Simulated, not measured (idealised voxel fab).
This section sets out a process module, namely voxel self aligned contacts.
Square cells of 5 nm make up the cross-section cut, whose width is 235 nm.
In this document a cross-section is written as a grid of square cells. It is given as a series of bands, listed from the top down, and a band is one or more rows of cells. Basically the band line says how high the top is and how high the bottom is, in nm, and then what's in it from left to right, every material with its width in nm. Empty space shows up as "empty", and if a single material carries "everywhere" it runs the full band edge to edge. Below 0: as-received wafer, all one material; heights counted from there. Lowest band: no bottom, goes on down, written "from 0 down". Per-row width for "30->40": begins at first number (top row of band), ends at second number (bottom row), increment between rows held constant. A step reported as "nothing got changed" is a step in which no cell of the cross-section changed. Closed-off voids of 8+ cells (no open route to the top) go in "Catalogued sealed voids", written width x height at distance from the left edge, in nm. On each step's line, the part that comes after the settings is the simulator's own comment on the step. The "overlay nm" setting may appear on a step's line; for a step that uses a mask, it gives how far to the right of its planned position the mask lay, and a negative value indicates the left.

# Steps in the process plan
1. RECEIVE | material Si
2. CONFORMAL_DEP | material SiO2 | thk nm 5
3. DIRECTIONAL_DEP | material polySi | thk nm 20
4. DIRECTIONAL_DEP | material SiN | thk nm 20
5. DIRECTIONAL_DEP | material aC | thk nm 10
6. PATTERN | tone cover | mask id GATE | material resist | width nm 35 | pitch nm 75 | thk nm 25 | overlay nm 0
7. DIRECTIONAL_ETCH | etch materials aC | depth nm 10
8. STRIP | etch materials resist
9. DIRECTIONAL_ETCH | etch materials SiN | depth nm 20
10. DIRECTIONAL_ETCH | etch materials polySi | depth nm 20
11. STRIP | etch materials aC
12. CONFORMAL_DEP | material SiN | thk nm 10
13. DIRECTIONAL_ETCH | etch materials SiN | depth nm 10
14. FILL_DEP | material SiO2 | thk nm 20
15. CMP | height nm 55
16. PATTERN | tone open | mask id CONTACT | material resist | width nm 60 | pitch nm 75 | thk nm 15 | overlay nm 0
17. DIRECTIONAL_ETCH | etch materials SiO2 | depth nm 55
18. STRIP | etch materials resist
19. CONFORMAL_DEP | material TiN | thk nm 5
20. FILL_DEP | material W | thk nm 5
21. CMP | height nm 55
22. CONFORMAL_DEP | material SiN | thk nm 5

# As-received state of the wafer in cross-section, equivalent to post-step 1
  from 0 down = Si everywhere
  Catalogued sealed voids: none

# What the wafer looks like in cross-section after this module, when it starts as shown above and follows the plan above but one mistake is made in running it
  from 60 to 55 = SiN everywhere
  from 55 to 45 = SiO2 55, then TiN 5->20, then W 45->10, then TiN 5->25, then SiO2 20, then TiN 5->20, then W 45->10, then TiN 5->25, then SiO2 50
  from 45 to 25 = SiO2 15, then SiN 55, then TiN 5, then W 10, then TiN 5, then SiN 55, then TiN 5, then W 10, then TiN 5, then SiN 55, then SiO2 15
  from 25 to 5 = SiO2 15, then SiN 10, then polySi 35, then SiN 10, then TiN 5, then W 10, then TiN 5, then SiN 10, then polySi 35, then SiN 10, then TiN 5, then W 10, then TiN 5, then SiN 10, then polySi 35, then SiN 10, then SiO2 15
  from 5 to 0 = SiO2 70, then TiN 20, then SiO2 55, then TiN 20, then SiO2 70
  from 0 down = Si everywhere
  Catalogued sealed voids: none
Run error: contrary to plan, step 16 was performed as PATTERN | tone open | mask id CONTACT | material resist | width nm 55 | pitch nm 75 | thk nm 15 | overlay nm 0
